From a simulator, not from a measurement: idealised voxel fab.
Process module name: voxel self aligned vias
The figure presents cross-section cut, which has a width of 275 nm and is divided into square cells with an edge length of 5 nm.
Reading order for cross-sections: top band down to bottom band. Underlying form: a grid of square cells. Band size: one or more rows of cells.
Read a band's entry like this: the first values are the height of its top and the height of its bottom in nm, and what follows is the sequence of materials from left to right, each with its width in nm. Note that "empty" is empty space, and that a single material marked "all across" reaches across the band from edge to edge.
Where do heights start? At 0: under that level the wafer as delivered is made of one material only. And the lowest band has no floor; it just carries on downward, as in "0 and below".
Graded width ("30 to 40"): value in top row of band = first number; value in bottom row = second number; row-to-row change constant.
The cross-section has no changed cell in any step marked "no alterations made".
Enclosed voids (no open way to top), threshold 8 cells or more, entry "Enclosed internal voids", notation width x height at distance, distance from left edge, nm.
It should be noted that, on the line of a given step, the content following the step's settings is a remark produced by the simulator itself with respect to that step.
If you see "overlay nm" on a step's line and that step has a mask, it's telling you how far right of where it was planned the mask ended up; a negative number means it went left instead.

### List of planned process steps
- 1: RECEIVE [material Si]
- 2: CONFORMAL_DEP [material SiO2] [thk nm 15]
- 3: CONFORMAL_DEP [material SiCN] [thk nm 5]
- 4: DIRECTIONAL_DEP [material SiO2] [thk nm 20]
- 5: MASKED_ETCH [tone open] [mask id LINES] [width nm 30] [pitch nm 55] [etch materials SiO2] [depth nm 20] [overlay nm 0]
- 6: CONFORMAL_DEP [material TiN] [thk nm 5]
- 7: FILL_DEP [material Ru] [thk nm 10]
- 8: CMP [height nm 40]
- 9: SELECTIVE_ETCH [etch materials W Ru TiN] [depth nm 10]
- 10: FILL_DEP [material SiN] [thk nm 10]
- 11: CMP [height nm 40]
- 12: DIRECTIONAL_DEP [material SiO2] [thk nm 20]
- 13: PATTERN [tone open] [mask id VIAS] [material resist] [width nm 40] [pitch nm 110] [thk nm 20] [overlay nm 0]
- 14: DIRECTIONAL_ETCH [etch materials SiO2] [depth nm 20]
- 15: DIRECTIONAL_ETCH [etch materials SiN] [depth nm 10]
- 16: STRIP [etch materials resist]
- 17: CONFORMAL_DEP [material TiN] [thk nm 5]
- 18: FILL_DEP [material W] [thk nm 5]
- 19: CMP [height nm 60]
- 20: CONFORMAL_DEP [material SiCN] [thk nm 5]

### as received, after step 1
0 and below | Si all across
Enclosed internal voids: none

### First wafer of two, sectioned at end of module; run went per plan
65 down to 60 | SiCN all across
60 down to 45 | SiO2 60 / TiN 5 / W 30 / TiN 5 / SiO2 70 / TiN 5 / W 30 / TiN 5 / SiO2 65
45 down to 40 | SiO2 60 / TiN 10 / W 20 / TiN 10 / SiO2 70 / TiN 10 / W 20 / TiN 10 / SiO2 65
40 down to 35 | SiO2 65 / TiN 5 / W 20 / TiN 5 / SiO2 25 / SiN 30 / SiO2 25 / TiN 5 / W 20 / TiN 5 / SiO2 70
35 down to 30 | SiO2 65 / TiN 30 / SiO2 25 / SiN 30 / SiO2 25 / TiN 30 / SiO2 70
30 down to 25 | SiO2 65 / TiN 5 / Ru 20 / TiN 5 / SiO2 25 / TiN 5 / Ru 20 / TiN 5 / SiO2 25 / TiN 5 / Ru 20 / TiN 5 / SiO2 70
25 down to 20 | SiO2 65 / TiN 30 / SiO2 25 / TiN 30 / SiO2 25 / TiN 30 / SiO2 70
20 down to 15 | SiCN all across
15 down to 0 | SiO2 all across
0 and below | Si all across
Enclosed internal voids: none

### What the second wafer looks like in cross-section once the module is done. Its start and its plan matched the first wafer's exactly; what differed was one mistake in how it was run
65 down to 60 | SiCN all across
60 down to 45 | SiO2 60 / TiN 5 / W 30 / TiN 5 / SiO2 70 / TiN 5 / W 30 / TiN 5 / SiO2 65
45 down to 40 | SiO2 60 / TiN 10 / W 20 / TiN 10 / SiO2 70 / TiN 10 / W 20 / TiN 10 / SiO2 65
40 down to 35 | SiO2 65 / TiN 5 / W 20 / TiN 5 / SiO2 25 / SiN 30 / SiO2 25 / TiN 5 / W 20 / TiN 5 / SiO2 70
35 down to 30 | SiO2 65 / TiN 30 / SiO2 25 / SiN 30 / SiO2 25 / TiN 30 / SiO2 70
30 down to 25 | SiO2 65 / TiN 5 / Ru 20 / TiN 5 / SiO2 25 / TiN 5 / Ru 20 / TiN 5 / SiO2 25 / TiN 5 / Ru 20 / TiN 5 / SiO2 70
25 down to 20 | SiO2 65 / TiN 30 / SiO2 25 / TiN 30 / SiO2 25 / TiN 30 / SiO2 70
20 down to 15 | SiCN all across
15 down to 0 | Ru all across
0 and below | Si all across
Enclosed internal voids: none
What was done differently from what was planned? step 2 deviated from plan and actually ran as CONFORMAL_DEP [material Ru] [thk nm 15]
Wrapping up, a cell-based count of both wafers puts the second over or under the first for these materials: 165 more of Ru | 165 fewer of SiO2
